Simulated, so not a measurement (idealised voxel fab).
Process module in this document: voxel spacer lines
The figure presents cross-section cut, which has a width of 225 nm and is divided into square cells with an edge length of 5 nm.
A cross-section is a grid of square cells, given in bands from the top down. A band is one or more rows of cells.
Heads up on the band format: heights come first, top then bottom, in nm. After that it's the materials left to right, each with its width in nm. A single material flagged "full width" fills the whole band edge to edge, and "empty" means there's empty space there.
For the purposes of this specification, 0 denotes the height below which the wafer in its as-received condition is composed wholly of one material, and the lowermost band, lacking a lower limit, extends downward without end, as expressed in "from 0 down".
The width entry "30 to 40" should be interpreted row by row: the top row of cells in the band takes the first number, the bottom row takes the second number, and the change between adjacent rows is uniform throughout.
"no modifications" (step): cross-section cells unchanged, all of them.
"Entrapped voids" contains a list of empty spaces, each no smaller than 8 cells and without an open way to the top, written in the form width x height at distance with the distance from the left edge and all three in nm.
Step line, after settings: the simulator's comment on this step.
The "overlay nm" setting may appear on a step's line; for a step that uses a mask, it gives how far to the right of its planned position the mask lay, and a negative value indicates the left.

The process steps that were planned are listed below:
| 1 | RECEIVE, material Si |
| 2 | CONFORMAL_DEP, material SiO2, thk nm 10 |
| 3 | DIRECTIONAL_DEP, material TiN, thk nm 10 |
| 4 | DIRECTIONAL_DEP, material polySi, thk nm 20 |
| 5 | PATTERN, tone cover, mask id MANDREL, material resist, width nm 20, pitch nm 70, thk nm 30, overlay nm 0 |
| 6 | DIRECTIONAL_ETCH, etch materials polySi, depth nm 20 |
| 7 | STRIP, etch materials resist |
| 8 | CONFORMAL_DEP, material SiN, thk nm 15 |
| 9 | DIRECTIONAL_ETCH, etch materials SiN, depth nm 15 |
| 10 | STRIP, etch materials polySi |
| 11 | DIRECTIONAL_ETCH, etch materials TiN, depth nm 10 |
| 12 | STRIP, etch materials SiN |

Here's what the wafer looked like in cross-section when it arrived - that's after step 1:
from 0 down  Si full width
Entrapped voids: none

First wafer of two, sectioned at end of module; run went per plan:
from 20 to 10  empty 15 nm; TiN 15 nm; empty 20 nm; TiN 15 nm; empty 20 nm; TiN 15 nm; empty 20 nm; TiN 15 nm; empty 20 nm; TiN 15 nm; empty 20 nm; TiN 15 nm; empty 20 nm
from 10 to 0  SiO2 full width
from 0 down  Si full width
Entrapped voids: none

What the second wafer looks like in cross-section once the module is done. Its start and its plan matched the first wafer's exactly; what differed was one mistake in how it was run:
from 15 to 10  empty 15 nm; TiN 15 nm; empty 20 nm; TiN 15 nm; empty 20 nm; TiN 15 nm; empty 20 nm; TiN 15 nm; empty 20 nm; TiN 15 nm; empty 20 nm; TiN 15 nm; empty 20 nm
from 10 to 0  SiO2 full width
from 0 down  Si full width
Entrapped voids: none
What went wrong in running the wafer? planned and actual differ for step 3; actual: DIRECTIONAL_DEP, material TiN, thk nm 5
Bottom line after processing is that, in cells, the second wafer is up or down on some materials versus the first: -18 TiN
